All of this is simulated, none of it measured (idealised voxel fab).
Process module name: voxel self aligned vias
Displayed cross-section: cut, width of 155 nm, square cells sized 5 nm.
A cross-section is a grid of square cells, given in bands from the top down. A band is one or more rows of cells. It is stipulated that each band's entry specify, in nanometres, the height of the top of the band and then that of its bottom, followed by the materials of the band in left-to-right sequence, each together with its width in nanometres. A single material marked by the word "throughout" is understood to fill the band from edge to edge; the word "blank" is understood to denote empty space. For the purposes of this specification, 0 denotes the height below which the wafer in its as-received condition is composed wholly of one material, and the lowermost band, lacking a lower limit, extends downward without end, as expressed in "0 nm and below". So if you see something like "30..40" for the width, read it as the top row of the band sitting at the first number and the bottom row at the second, with every row in between moving by the same amount as the last. The cross-section has no changed cell in any step marked "remained unchanged". "Closed void catalog" - sealed voids, min. 8 cells, no opening to top; format: width x height at distance (distance from left edge; nm throughout). If you see something after the settings on a step's line, that's the simulator's own remark about that step. overlay nm: where the mask lay relative to plan, measured to the right, on steps with a mask; negatives go left. Before/after cross-section pairs, one process step each; after shown to lowest changed band; step and settings beneath. Pairs may be from different runs of this module on the same starting wafer; a pair continues from the one above only where its "Before the step" entry says so.

Before the step:
	0 nm and below = Si throughout
	Closed void catalog: none

Post-Step Snapshot:
	10 nm to 0 nm = SiO2 throughout
	Rest of section, below 0: as before.
	Closed void catalog: none
Looking at the two cross-sections above, the step in the middle is CONFORMAL_DEP [material SiO2] [thk nm 10]

Before the step: no separate figure, the pair right above already shows it after its step.

Post-Step Snapshot:
	15 nm to 10 nm = SiCN throughout
	Rest of section, below 10: as before.
	Closed void catalog: none
Looking at the two cross-sections above, the step in the middle is CONFORMAL_DEP [material SiCN] [thk nm 5]

Before the step: no separate figure, the pair right above already shows it after its step.

Post-Step Snapshot:
	40 nm to 15 nm = lowk throughout
	Rest of section, below 15: as before.
	Closed void catalog: none
Looking at the two cross-sections above, the step in the middle is DIRECTIONAL_DEP [material lowk] [thk nm 25]

Before the step: no separate figure, the pair right above already shows it after its step.

Post-Step Snapshot:
	40 nm to 15 nm = lowk=20, blank=20, lowk=25, blank=20, lowk=25, blank=20, lowk=25
	Rest of section, below 15: as before.
	Closed void catalog: none
Looking at the two cross-sections above, the step in the middle is MASKED_ETCH [tone open] [mask id LINES] [width nm 20] [pitch nm 45] [etch materials lowk] [depth nm 25] [overlay nm 0]

Before the step: no separate figure, the pair right above already shows it after its step.

Post-Step Snapshot:
	45 nm to 40 nm = TiN=25, blank=10, TiN=35, blank=10, TiN=35, blank=10, TiN=30
	40 nm to 20 nm = lowk=20, TiN=5, blank=10, TiN=5, lowk=25, TiN=5, blank=10, TiN=5, lowk=25, TiN=5, blank=10, TiN=5, lowk=25
	20 nm to 15 nm = lowk=20, TiN=20, lowk=25, TiN=20, lowk=25, TiN=20, lowk=25
	Rest of section, below 15: as before.
	Closed void catalog: none
Looking at the two cross-sections above, the step in the middle is CONFORMAL_DEP [material TiN] [thk nm 5]

Before the step: no separate figure, the pair right above already shows it after its step.

Post-Step Snapshot:
	50 nm to 45 nm = W throughout
	45 nm to 40 nm = TiN=25, W=10, TiN=35, W=10, TiN=35, W=10, TiN=30
	40 nm to 20 nm = lowk=20, TiN=5, W=10, TiN=5, lowk=25, TiN=5, W=10, TiN=5, lowk=25, TiN=5, W=10, TiN=5, lowk=25
	Rest of section, below 20: as before.
	Closed void catalog: none
Looking at the two cross-sections above, the step in the middle is FILL_DEP [material W] [thk nm 5]

Before the step: no separate figure, the pair right above already shows it after its step.

Post-Step Snapshot:
	40 nm to 20 nm = lowk=20, TiN=5, W=10, TiN=5, lowk=25, TiN=5, W=10, TiN=5, lowk=25, TiN=5, W=10, TiN=5, lowk=25
	Rest of section, below 20: as before.
	Closed void catalog: none
Looking at the two cross-sections above, the step in the middle is CMP [height nm 40]

Before the step: no separate figure, the pair right above already shows it after its step.

Post-Step Snapshot:
	40 nm to 35 nm = lowk=20, blank=20, lowk=25, blank=20, lowk=25, blank=20, lowk=25
	Rest of section, below 35: as before.
	Closed void catalog: none
Looking at the two cross-sections above, the step in the middle is SELECTIVE_ETCH [etch materials W Ru TiN] [depth nm 5]

Before the step: no separate figure, the pair right above already shows it after its step.

Post-Step Snapshot:
	50 nm to 40 nm = SiN throughout
	40 nm to 35 nm = lowk=20, SiN=20, lowk=25, SiN=20, lowk=25, SiN=20, lowk=25
	Rest of section, below 35: as before.
	Closed void catalog: none
Looking at the two cross-sections above, the step in the middle is FILL_DEP [material SiN] [thk nm 10]

Before the step: no separate figure, the pair right above already shows it after its step.

Post-Step Snapshot:
	40 nm to 35 nm = lowk=20, SiN=20, lowk=25, SiN=20, lowk=25, SiN=20, lowk=25
	Rest of section, below 35: as before.
	Closed void catalog: none
Looking at the two cross-sections above, the step in the middle is CMP [height nm 40]

Before the step: no separate figure, the pair right above already shows it after its step.

Post-Step Snapshot:
	60 nm to 40 nm = lowk throughout
	Rest of section, below 40: as before.
	Closed void catalog: none
Looking at the two cross-sections above, the step in the middle is DIRECTIONAL_DEP [material lowk] [thk nm 20]

Before the step: no separate figure, the pair right above already shows it after its step.

Post-Step Snapshot:
	75 nm to 60 nm = resist=15, blank=30, resist=15, blank=30, resist=15, blank=30, resist=20
	Rest of section, below 60: as before.
	Closed void catalog: none
Looking at the two cross-sections above, the step in the middle is PATTERN [tone open] [mask id VIAS] [material resist] [width nm 30] [pitch nm 45] [thk nm 15] [overlay nm 0]

Before the step: no separate figure, the pair right above already shows it after its step.

Post-Step Snapshot:
	75 nm to 60 nm = resist=15, blank=30, resist=15, blank=30, resist=15, blank=30, resist=20
	60 nm to 40 nm = lowk=15, blank=30, lowk=15, blank=30, lowk=15, blank=30, lowk=20
	Rest of section, below 40: as before.
	Closed void catalog: none
Looking at the two cross-sections above, the step in the middle is DIRECTIONAL_ETCH [etch materials lowk] [depth nm 20]

Before the step: no separate figure, the pair right above already shows it after its step.

Post-Step Snapshot:
	75 nm to 60 nm = resist=15, blank=30, resist=15, blank=30, resist=15, blank=30, resist=20
	60 nm to 40 nm = lowk=15, blank=30, lowk=15, blank=30, lowk=15, blank=30, lowk=20
	40 nm to 35 nm = lowk=20, blank=20, lowk=25, blank=20, lowk=25, blank=20, lowk=25
	Rest of section, below 35: as before.
	Closed void catalog: none
Looking at the two cross-sections above, the step in the middle is DIRECTIONAL_ETCH [etch materials SiN] [depth nm 5]

Before the step: no separate figure, the pair right above already shows it after its step.

Post-Step Snapshot:
	60 nm to 40 nm = lowk=15, blank=30, lowk=15, blank=30, lowk=15, blank=30, lowk=20
	Rest of section, below 40: as before.
	Closed void catalog: none
Looking at the two cross-sections above, the step in the middle is STRIP [etch materials resist]

Before the step: no separate figure, the pair right above already shows it after its step.

Post-Step Snapshot:
	65 nm to 60 nm = TiN=20, blank=20, TiN=25, blank=20, TiN=25, blank=20, TiN=25
	60 nm to 45 nm = lowk=15, TiN=5, blank=20, TiN=5, lowk=15, TiN=5, blank=20, TiN=5, lowk=15, TiN=5, blank=20, TiN=5, lowk=20
	45 nm to 40 nm = lowk=15, TiN=10, blank=10, TiN=10, lowk=15, TiN=10, blank=10, TiN=10, lowk=15, TiN=10, blank=10, TiN=10, lowk=20
	40 nm to 35 nm = lowk=20, TiN=20, lowk=25, TiN=20, lowk=25, TiN=20, lowk=25
	Rest of section, below 35: as before.
	Closed void catalog: none
Looking at the two cross-sections above, the step in the middle is CONFORMAL_DEP [material TiN] [thk nm 5]

Before the step: no separate figure, the pair right above already shows it after its step.

Post-Step Snapshot:
	75 nm to 65 nm = W throughout
	65 nm to 60 nm = TiN=20, W=20, TiN=25, W=20, TiN=25, W=20, TiN=25
	60 nm to 45 nm = lowk=15, TiN=5, W=20, TiN=5, lowk=15, TiN=5, W=20, TiN=5, lowk=15, TiN=5, W=20, TiN=5, lowk=20
	45 nm to 40 nm = lowk=15, TiN=10, W=10, TiN=10, lowk=15, TiN=10, W=10, TiN=10, lowk=15, TiN=10, W=10, TiN=10, lowk=20
	Rest of section, below 40: as before.
	Closed void catalog: none
Looking at the two cross-sections above, the step in the middle is FILL_DEP [material W] [thk nm 10]

Before the step: no separate figure, the pair right above already shows it after its step.

Post-Step Snapshot:
	60 nm to 45 nm = lowk=15, TiN=5, W=20, TiN=5, lowk=15, TiN=5, W=20, TiN=5, lowk=15, TiN=5, W=20, TiN=5, lowk=20
	Rest of section, below 45: as before.
	Closed void catalog: none
Looking at the two cross-sections above, the step in the middle is CMP [height nm 60]

Before the step: no separate figure, the pair right above already shows it after its step.

Post-Step Snapshot:
	65 nm to 60 nm = SiN throughout
	Rest of section, below 60: as before.
	Closed void catalog: none
Looking at the two cross-sections above, the step in the middle is CONFORMAL_DEP [material SiN] [thk nm 5]

Before the step:
	75 nm to 65 nm = W throughout
	65 nm to 60 nm = TiN=20, W=20, TiN=25, W=20, TiN=25, W=20, TiN=25
	60 nm to 45 nm = lowk=15, TiN=5, W=20, TiN=5, lowk=15, TiN=5, W=20, TiN=5, lowk=15, TiN=5, W=20, TiN=5, lowk=20
	45 nm to 40 nm = lowk=15, TiN=10, W=10, TiN=10, lowk=15, TiN=10, W=10, TiN=10, lowk=15, TiN=10, W=10, TiN=10, lowk=20
	40 nm to 35 nm = lowk=20, TiN=20, lowk=25, TiN=20, lowk=25, TiN=20, lowk=25
	35 nm to 20 nm = lowk=20, TiN=5, W=10, TiN=5, lowk=25, TiN=5, W=10, TiN=5, lowk=25, TiN=5, W=10, TiN=5, lowk=25
	20 nm to 15 nm = lowk=20, TiN=20, lowk=25, TiN=20, lowk=25, TiN=20, lowk=25
	15 nm to 10 nm = SiCN throughout
	10 nm to 0 nm = SiO2 throughout
	0 nm and below = Si throughout
	Closed void catalog: none

Post-Step Snapshot:
	80 nm to 75 nm = SiN throughout
	Rest of section, below 75: as before.
	Closed void catalog: none
Looking at the two cross-sections above, the step in the middle is CONFORMAL_DEP [material SiN] [thk nm 5]

Before the step:
	75 nm to 60 nm = resist=15, blank=30, resist=15, blank=30, resist=15, blank=30, resist=20
	60 nm to 40 nm = lowk=15, blank=30, lowk=15, blank=30, lowk=15, blank=30, lowk=20
	40 nm to 35 nm = lowk=20, SiN=20, lowk=25, SiN=20, lowk=25, SiN=20, lowk=25
	35 nm to 20 nm = lowk=20, TiN=5, W=10, TiN=5, lowk=25, TiN=5, W=10, TiN=5, lowk=25, TiN=5, W=10, TiN=5, lowk=25
	20 nm to 15 nm = lowk=20, TiN=20, lowk=25, TiN=20, lowk=25, TiN=20, lowk=25
	15 nm to 10 nm = SiCN throughout
	10 nm to 0 nm = SiO2 throughout
	0 nm and below = Si throughout
	Closed void catalog: none

Post-Step Snapshot:
	75 nm to 60 nm = resist=15, blank=30, resist=15, blank=30, resist=15, blank=30, resist=20
	60 nm to 40 nm = lowk=15, blank=30, lowk=15, blank=30, lowk=15, blank=30, lowk=20
	40 nm to 35 nm = lowk=15, blank=5, SiN=20, blank=5, lowk=15, blank=5, SiN=20, blank=5, lowk=15, blank=5, SiN=20, blank=5, lowk=20
	35 nm to 20 nm = lowk=15, blank=5, TiN=5, W=10, TiN=5, blank=5, lowk=15, blank=5, TiN=5, W=10, TiN=5, blank=5, lowk=15, blank=5, TiN=5, W=10, TiN=5, blank=5, lowk=20
	Rest of section, below 20: as before.
	Closed void catalog: none
Looking at the two cross-sections above, the step in the middle is DIRECTIONAL_ETCH [etch materials lowk] [depth nm 20]

Before the step: no separate figure, the pair right above already shows it after its step.

Post-Step Snapshot:
	75 nm to 60 nm = resist=15, blank=30, resist=15, blank=30, resist=15, blank=30, resist=20
	60 nm to 35 nm = lowk=15, blank=30, lowk=15, blank=30, lowk=15, blank=30, lowk=20
	Rest of section, below 35: as before.
	Closed void catalog: none
Looking at the two cross-sections above, the step in the middle is DIRECTIONAL_ETCH [etch materials SiN] [depth nm 5]

Before the step: no separate figure, the pair right above already shows it after its step.

Post-Step Snapshot:
	60 nm to 35 nm = lowk=15, blank=30, lowk=15, blank=30, lowk=15, blank=30, lowk=20
	Rest of section, below 35: as before.
	Closed void catalog: none
Looking at the two cross-sections above, the step in the middle is STRIP [etch materials resist]

Before the step: no separate figure, the pair right above already shows it after its step.

Post-Step Snapshot:
	65 nm to 60 nm = TiN=20, blank=20, TiN=25, blank=20, TiN=25, blank=20, TiN=25
	60 nm to 40 nm = lowk=15, TiN=5, blank=20, TiN=5, lowk=15, TiN=5, blank=20, TiN=5, lowk=15, TiN=5, blank=20, TiN=5, lowk=20
	40 nm to 35 nm = lowk=15, TiN=30, lowk=15, TiN=30, lowk=15, TiN=30, lowk=20
	35 nm to 20 nm = lowk=15, TiN=10, W=10, TiN=10, lowk=15, TiN=10, W=10, TiN=10, lowk=15, TiN=10, W=10, TiN=10, lowk=20
	Rest of section, below 20: as before.
	Closed void catalog: none
Looking at the two cross-sections above, the step in the middle is CONFORMAL_DEP [material TiN] [thk nm 5]

Before the step: no separate figure, the pair right above already shows it after its step.

Post-Step Snapshot:
	75 nm to 65 nm = W throughout
	65 nm to 60 nm = TiN=20, W=20, TiN=25, W=20, TiN=25, W=20, TiN=25
	60 nm to 40 nm = lowk=15, TiN=5, W=20, TiN=5, lowk=15, TiN=5, W=20, TiN=5, lowk=15, TiN=5, W=20, TiN=5, lowk=20
	Rest of section, below 40: as before.
	Closed void catalog: none
Looking at the two cross-sections above, the step in the middle is FILL_DEP [material W] [thk nm 10]

Before the step: no separate figure, the pair right above already shows it after its step.

Post-Step Snapshot:
	60 nm to 40 nm = lowk=15, TiN=5, W=20, TiN=5, lowk=15, TiN=5, W=20, TiN=5, lowk=15, TiN=5, W=20, TiN=5, lowk=20
	Rest of section, below 40: as before.
	Closed void catalog: none
Looking at the two cross-sections above, the step in the middle is CMP [height nm 60]

Before the step: no separate figure, the pair right above already shows it after its step.

Post-Step Snapshot:
	65 nm to 60 nm = SiN throughout
	Rest of section, below 60: as before.
	Closed void catalog: none
Looking at the two cross-sections above, the step in the middle is CONFORMAL_DEP [material SiN] [thk nm 5]

Before the step:
	10 nm to 0 nm = SiO2 throughout
	0 nm and below = Si throughout
	Closed void catalog: none

Post-Step Snapshot:
	35 nm to 10 nm = lowk throughout
	Rest of section, below 10: as before.
	Closed void catalog: none
Looking at the two cross-sections above, the step in the middle is DIRECTIONAL_DEP [material lowk] [thk nm 25]

Before the step: no separate figure, the pair right above already shows it after its step.

Post-Step Snapshot:
	40 nm to 35 nm = SiCN throughout
	Rest of section, below 35: as before.
	Closed void catalog: none
Looking at the two cross-sections above, the step in the middle is CONFORMAL_DEP [material SiCN] [thk nm 5]

Before the step: no separate figure, the pair right above already shows it after its step.

Post-Step Snapshot:
	45 nm to 40 nm = TiN throughout
	Rest of section, below 40: as before.
	Closed void catalog: none
Looking at the two cross-sections above, the step in the middle is CONFORMAL_DEP [material TiN] [thk nm 5]

Before the step: no separate figure, the pair right above already shows it after its step.

Post-Step Snapshot:
	50 nm to 45 nm = W throughout
	Rest of section, below 45: as before.
	Closed void catalog: none
Looking at the two cross-sections above, the step in the middle is FILL_DEP [material W] [thk nm 5]

Before the step: no separate figure, the pair right above already shows it after its step.

Post-Step Snapshot:
	40 nm to 35 nm = SiCN throughout
	Rest of section, below 35: as before.
	Closed void catalog: none
Looking at the two cross-sections above, the step in the middle is CMP [height nm 40]

Before the step: no separate figure, the pair right above already shows it after its step.

Post-Step Snapshot:
	50 nm to 40 nm = SiN throughout
	Rest of section, below 40: as before.
	Closed void catalog: none
Looking at the two cross-sections above, the step in the middle is FILL_DEP [material SiN] [thk nm 10]

Before the step: no separate figure, the pair right above already shows it after its step.

Post-Step Snapshot:
	40 nm to 35 nm = SiCN throughout
	Rest of section, below 35: as before.
	Closed void catalog: none
Looking at the two cross-sections above, the step in the middle is CMP [height nm 40]

Before the step: no separate figure, the pair right above already shows it after its step.

Post-Step Snapshot:
	60 nm to 40 nm = lowk throughout
	Rest of section, below 40: as before.
	Closed void catalog: none
Looking at the two cross-sections above, the step in the middle is DIRECTIONAL_DEP [material lowk] [thk nm 20]

Before the step: no separate figure, the pair right above already shows it after its step.

Post-Step Snapshot:
	75 nm to 60 nm = resist=15, blank=30, resist=15, blank=30, resist=15, blank=30, resist=20
	Rest of section, below 60: as before.
	Closed void catalog: none
Looking at the two cross-sections above, the step in the middle is PATTERN [tone open] [mask id VIAS] [material resist] [width nm 30] [pitch nm 45] [thk nm 15] [overlay nm 0]

Before the step: no separate figure, the pair right above already shows it after its step.

Post-Step Snapshot:
	75 nm to 60 nm = resist=15, blank=30, resist=15, blank=30, resist=15, blank=30, resist=20
	60 nm to 40 nm = lowk=15, blank=30, lowk=15, blank=30, lowk=15, blank=30, lowk=20
	Rest of section, below 40: as before.
	Closed void catalog: none
Looking at the two cross-sections above, the step in the middle is DIRECTIONAL_ETCH [etch materials lowk] [depth nm 20]

Before the step: no separate figure, the pair right above already shows it after its step.

Post-Step Snapshot:
	60 nm to 40 nm = lowk=15, blank=30, lowk=15, blank=30, lowk=15, blank=30, lowk=20
	Rest of section, below 40: as before.
	Closed void catalog: none
Looking at the two cross-sections above, the step in the middle is STRIP [etch materials resist]

Before the step: no separate figure, the pair right above already shows it after its step.

Post-Step Snapshot:
	65 nm to 60 nm = TiN=20, blank=20, TiN=25, blank=20, TiN=25, blank=20, TiN=25
	60 nm to 45 nm = lowk=15, TiN=5, blank=20, TiN=5, lowk=15, TiN=5, blank=20, TiN=5, lowk=15, TiN=5, blank=20, TiN=5, lowk=20
	45 nm to 40 nm = lowk=15, TiN=30, lowk=15, TiN=30, lowk=15, TiN=30, lowk=20
	Rest of section, below 40: as before.
	Closed void catalog: none
Looking at the two cross-sections above, the step in the middle is CONFORMAL_DEP [material TiN] [thk nm 5]

Before the step: no separate figure, the pair right above already shows it after its step.

Post-Step Snapshot:
	75 nm to 65 nm = W throughout
	65 nm to 60 nm = TiN=20, W=20, TiN=25, W=20, TiN=25, W=20, TiN=25
	60 nm to 45 nm = lowk=15, TiN=5, W=20, TiN=5, lowk=15, TiN=5, W=20, TiN=5, lowk=15, TiN=5, W=20, TiN=5, lowk=20
	Rest of section, below 45: as before.
	Closed void catalog: none
Looking at the two cross-sections above, the step in the middle is FILL_DEP [material W] [thk nm 10]

Before the step: no separate figure, the pair right above already shows it after its step.

Post-Step Snapshot:
	60 nm to 45 nm = lowk=15, TiN=5, W=20, TiN=5, lowk=15, TiN=5, W=20, TiN=5, lowk=15, TiN=5, W=20, TiN=5, lowk=20
	Rest of section, below 45: as before.
	Closed void catalog: none
Looking at the two cross-sections above, the step in the middle is CMP [height nm 60]

Before the step: no separate figure, the pair right above already shows it after its step.

Post-Step Snapshot:
	65 nm to 60 nm = SiN throughout
	Rest of section, below 60: as before.
	Closed void catalog: none
Looking at the two cross-sections above, the step in the middle is CONFORMAL_DEP [material SiN] [thk nm 5]

Before the step:
	50 nm to 45 nm = W throughout
	45 nm to 40 nm = TiN=25, W=10, TiN=35, W=10, TiN=35, W=10, TiN=30
	40 nm to 20 nm = lowk=20, TiN=5, W=10, TiN=5, lowk=25, TiN=5, W=10, TiN=5, lowk=25, TiN=5, W=10, TiN=5, lowk=25
	20 nm to 15 nm = lowk=20, TiN=20, lowk=25, TiN=20, lowk=25, TiN=20, lowk=25
	15 nm to 10 nm = SiCN throughout
	10 nm to 0 nm = SiO2 throughout
	0 nm and below = Si throughout
	Closed void catalog: none

Post-Step Snapshot:
	35 nm to 20 nm = lowk=20, TiN=5, W=10, TiN=5, lowk=25, TiN=5, W=10, TiN=5, lowk=25, TiN=5, W=10, TiN=5, lowk=25
	Rest of section, below 20: as before.
	Closed void catalog: none
Looking at the two cross-sections above, the step in the middle is CMP [height nm 35]

Before the step: no separate figure, the pair right above already shows it after its step.

Post-Step Snapshot:
	35 nm to 30 nm = lowk=20, blank=20, lowk=25, blank=20, lowk=25, blank=20, lowk=25
	Rest of section, below 30: as before.
	Closed void catalog: none
Looking at the two cross-sections above, the step in the middle is SELECTIVE_ETCH [etch materials W Ru TiN] [depth nm 5]

Before the step: no separate figure, the pair right above already shows it after its step.

Post-Step Snapshot:
	45 nm to 35 nm = SiN throughout
	35 nm to 30 nm = lowk=20, SiN=20, lowk=25, SiN=20, lowk=25, SiN=20, lowk=25
	Rest of section, below 30: as before.
	Closed void catalog: none
Looking at the two cross-sections above, the step in the middle is FILL_DEP [material SiN] [thk nm 10]

Before the step: no separate figure, the pair right above already shows it after its step.

Post-Step Snapshot:
	40 nm to 35 nm = SiN throughout
	Rest of section, below 35: as before.
	Closed void catalog: none
Looking at the two cross-sections above, the step in the middle is CMP [height nm 40]

Before the step: no separate figure, the pair right above already shows it after its step.

Post-Step Snapshot:
	60 nm to 40 nm = lowk throughout
	Rest of section, below 40: as before.
	Closed void catalog: none
Looking at the two cross-sections above, the step in the middle is DIRECTIONAL_DEP [material lowk] [thk nm 20]

Before the step: no separate figure, the pair right above already shows it after its step.

Post-Step Snapshot:
	75 nm to 60 nm = resist=15, blank=30, resist=15, blank=30, resist=15, blank=30, resist=20
	Rest of section, below 60: as before.
	Closed void catalog: none
Looking at the two cross-sections above, the step in the middle is PATTERN [tone open] [mask id VIAS] [material resist] [width nm 30] [pitch nm 45] [thk nm 15] [overlay nm 0]

Before the step: no separate figure, the pair right above already shows it after its step.

Post-Step Snapshot:
	75 nm to 60 nm = resist=15, blank=30, resist=15, blank=30, resist=15, blank=30, resist=20
	60 nm to 40 nm = lowk=15, blank=30, lowk=15, blank=30, lowk=15, blank=30, lowk=20
	Rest of section, below 40: as before.
	Closed void catalog: none
Looking at the two cross-sections above, the step in the middle is DIRECTIONAL_ETCH [etch materials lowk] [depth nm 20]

Before the step: no separate figure, the pair right above already shows it after its step.

Post-Step Snapshot:
	75 nm to 60 nm = resist=15, blank=30, resist=15, blank=30, resist=15, blank=30, resist=20
	60 nm to 40 nm = lowk=15, blank=30, lowk=15, blank=30, lowk=15, blank=30, lowk=20
	40 nm to 35 nm = SiN=15, blank=30, SiN=15, blank=30, SiN=15, blank=30, SiN=20
	Rest of section, below 35: as before.
	Closed void catalog: none
Looking at the two cross-sections above, the step in the middle is DIRECTIONAL_ETCH [etch materials SiN] [depth nm 5]

Before the step: no separate figure, the pair right above already shows it after its step.

Post-Step Snapshot:
	60 nm to 40 nm = lowk=15, blank=30, lowk=15, blank=30, lowk=15, blank=30, lowk=20
	Rest of section, below 40: as before.
	Closed void catalog: none
Looking at the two cross-sections above, the step in the middle is STRIP [etch materials resist]

Before the step: no separate figure, the pair right above already shows it after its step.

Post-Step Snapshot:
	65 nm to 60 nm = TiN=20, blank=20, TiN=25, blank=20, TiN=25, blank=20, TiN=25
	60 nm to 40 nm = lowk=15, TiN=5, blank=20, TiN=5, lowk=15, TiN=5, blank=20, TiN=5, lowk=15, TiN=5, blank=20, TiN=5, lowk=20
	40 nm to 35 nm = SiN=15, TiN=30, SiN=15, TiN=30, SiN=15, TiN=30, SiN=20
	Rest of section, below 35: as before.
	Closed void catalog: none
Looking at the two cross-sections above, the step in the middle is CONFORMAL_DEP [material TiN] [thk nm 5]

Before the step: no separate figure, the pair right above already shows it after its step.

Post-Step Snapshot:
	75 nm to 65 nm = W throughout
	65 nm to 60 nm = TiN=20, W=20, TiN=25, W=20, TiN=25, W=20, TiN=25
	60 nm to 40 nm = lowk=15, TiN=5, W=20, TiN=5, lowk=15, TiN=5, W=20, TiN=5, lowk=15, TiN=5, W=20, TiN=5, lowk=20
	Rest of section, below 40: as before.
	Closed void catalog: none
Looking at the two cross-sections above, the step in the middle is FILL_DEP [material W] [thk nm 10]

Before the step: no separate figure, the pair right above already shows it after its step.

Post-Step Snapshot:
	60 nm to 40 nm = lowk=15, TiN=5, W=20, TiN=5, lowk=15, TiN=5, W=20, TiN=5, lowk=15, TiN=5, W=20, TiN=5, lowk=20
	Rest of section, below 40: as before.
	Closed void catalog: none
Looking at the two cross-sections above, the step in the middle is CMP [height nm 60]

Before the step: no separate figure, the pair right above already shows it after its step.

Post-Step Snapshot:
	65 nm to 60 nm = SiN throughout
	Rest of section, below 60: as before.
	Closed void catalog: none
Looking at the two cross-sections above, the step in the middle is CONFORMAL_DEP [material SiN] [thk nm 5]

Before the step:
	60 nm to 40 nm = lowk throughout
	40 nm to 35 nm = lowk=20, SiN=20, lowk=25, SiN=20, lowk=25, SiN=20, lowk=25
	35 nm to 20 nm = lowk=20, TiN=5, W=10, TiN=5, lowk=25, TiN=5, W=10, TiN=5, lowk=25, TiN=5, W=10, TiN=5, lowk=25
	20 nm to 15 nm = lowk=20, TiN=20, lowk=25, TiN=20, lowk=25, TiN=20, lowk=25
	15 nm to 10 nm = SiCN throughout
	10 nm to 0 nm = SiO2 throughout
	0 nm and below = Si throughout
	Closed void catalog: none

Post-Step Snapshot:
	75 nm to 60 nm = resist=20, blank=20, resist=25, blank=20, resist=25, blank=20, resist=25
	Rest of section, below 60: as before.
	Closed void catalog: none
Looking at the two cross-sections above, the step in the middle is PATTERN [tone open] [mask id VIAS] [material resist] [width nm 20] [pitch nm 45] [thk nm 15] [overlay nm 0]

Before the step: no separate figure, the pair right above already shows it after its step.

Post-Step Snapshot:
	75 nm to 60 nm = resist=20, blank=20, resist=25, blank=20, resist=25, blank=20, resist=25
	60 nm to 40 nm = lowk=20, blank=20, lowk=25, blank=20, lowk=25, blank=20, lowk=25
	Rest of section, below 40: as before.
	Closed void catalog: none
Looking at the two cross-sections above, the step in the middle is DIRECTIONAL_ETCH [etch materials lowk] [depth nm 20]

Before the step: no separate figure, the pair right above already shows it after its step.

Post-Step Snapshot:
	75 nm to 60 nm = resist=20, blank=20, resist=25, blank=20, resist=25, blank=20, resist=25
	60 nm to 35 nm = lowk=20, blank=20, lowk=25, blank=20, lowk=25, blank=20, lowk=25
	Rest of section, below 35: as before.
	Closed void catalog: none
Looking at the two cross-sections above, the step in the middle is DIRECTIONAL_ETCH [etch materials SiN] [depth nm 5]

Before the step: no separate figure, the pair right above already shows it after its step.

Post-Step Snapshot:
	60 nm to 35 nm = lowk=20, blank=20, lowk=25, blank=20, lowk=25, blank=20, lowk=25
	Rest of section, below 35: as before.
	Closed void catalog: none
Looking at the two cross-sections above, the step in the middle is STRIP [etch materials resist]

Before the step: no separate figure, the pair right above already shows it after its step.

Post-Step Snapshot:
	65 nm to 60 nm = TiN=25, blank=10, TiN=35, blank=10, TiN=35, blank=10, TiN=30
	60 nm to 40 nm = lowk=20, TiN=5, blank=10, TiN=5, lowk=25, TiN=5, blank=10, TiN=5, lowk=25, TiN=5, blank=10, TiN=5, lowk=25
	40 nm to 35 nm = lowk=20, TiN=20, lowk=25, TiN=20, lowk=25, TiN=20, lowk=25
	Rest of section, below 35: as before.
	Closed void catalog: none
Looking at the two cross-sections above, the step in the middle is CONFORMAL_DEP [material TiN] [thk nm 5]

Before the step: no separate figure, the pair right above already shows it after its step.

Post-Step Snapshot:
	75 nm to 65 nm = W throughout
	65 nm to 60 nm = TiN=25, W=10, TiN=35, W=10, TiN=35, W=10, TiN=30
	60 nm to 40 nm = lowk=20, TiN=5, W=10, TiN=5, lowk=25, TiN=5, W=10, TiN=5, lowk=25, TiN=5, W=10, TiN=5, lowk=25
	Rest of section, below 40: as before.
	Closed void catalog: none
Looking at the two cross-sections above, the step in the middle is FILL_DEP [material W] [thk nm 10]

Before the step: no separate figure, the pair right above already shows it after its step.

Post-Step Snapshot:
	60 nm to 40 nm = lowk=20, TiN=5, W=10, TiN=5, lowk=25, TiN=5, W=10, TiN=5, lowk=25, TiN=5, W=10, TiN=5, lowk=25
	Rest of section, below 40: as before.
	Closed void catalog: none
Looking at the two cross-sections above, the step in the middle is CMP [height nm 60]

Before the step: no separate figure, the pair right above already shows it after its step.

Post-Step Snapshot:
	65 nm to 60 nm = SiN throughout
	Rest of section, below 60: as before.
	Closed void catalog: none
Looking at the two cross-sections above, the step in the middle is CONFORMAL_DEP [material SiN] [thk nm 5]

Before the step:
	60 nm to 40 nm = lowk throughout
	40 nm to 35 nm = lowk=20, SiN=20, lowk=25, SiN=20, lowk=25, SiN=20, lowk=25
	35 nm to 20 nm = lowk=20, TiN=5, W=10, TiN=5, lowk=25, TiN=5, W=10, TiN=5, lowk=25, TiN=5, W=10, TiN=5, lowk=25
	20 nm to 15 nm = lowk=20, TiN=20, lowk=25, TiN=20, lowk=25, TiN=20, lowk=25
	15 nm to 10 nm = SiCN throughout
	10 nm to 0 nm = SiO2 throughout
	0 nm and below = Si throughout
	Closed void catalog: none

Post-Step Snapshot:
	75 nm to 60 nm = resist=20, blank=30, resist=15, blank=30, resist=15, blank=30, resist=15
	Rest of section, below 60: as before.
	Closed void catalog: none
Looking at the two cross-sections above, the step in the middle is PATTERN [tone open] [mask id VIAS] [material resist] [width nm 30] [pitch nm 45] [thk nm 15] [overlay nm 5]

Before the step: no separate figure, the pair right above already shows it after its step.

Post-Step Snapshot:
	75 nm to 60 nm = resist=20, blank=30, resist=15, blank=30, resist=15, blank=30, resist=15
	60 nm to 40 nm = lowk=20, blank=30, lowk=15, blank=30, lowk=15, blank=30, lowk=15
	Rest of section, below 40: as before.
	Closed void catalog: none
Looking at the two cross-sections above, the step in the middle is DIRECTIONAL_ETCH [etch materials lowk] [depth nm 20]

Before the step: no separate figure, the pair right above already shows it after its step.

Post-Step Snapshot:
	75 nm to 60 nm = resist=20, blank=30, resist=15, blank=30, resist=15, blank=30, resist=15
	60 nm to 40 nm = lowk=20, blank=30, lowk=15, blank=30, lowk=15, blank=30, lowk=15
	40 nm to 35 nm = lowk=20, blank=20, lowk=25, blank=20, lowk=25, blank=20, lowk=25
	Rest of section, below 35: as before.
	Closed void catalog: none
Looking at the two cross-sections above, the step in the middle is DIRECTIONAL_ETCH [etch materials SiN] [depth nm 5]

Before the step: no separate figure, the pair right above already shows it after its step.

Post-Step Snapshot:
	60 nm to 40 nm = lowk=20, blank=30, lowk=15, blank=30, lowk=15, blank=30, lowk=15
	Rest of section, below 40: as before.
	Closed void catalog: none
Looking at the two cross-sections above, the step in the middle is STRIP [etch materials resist]
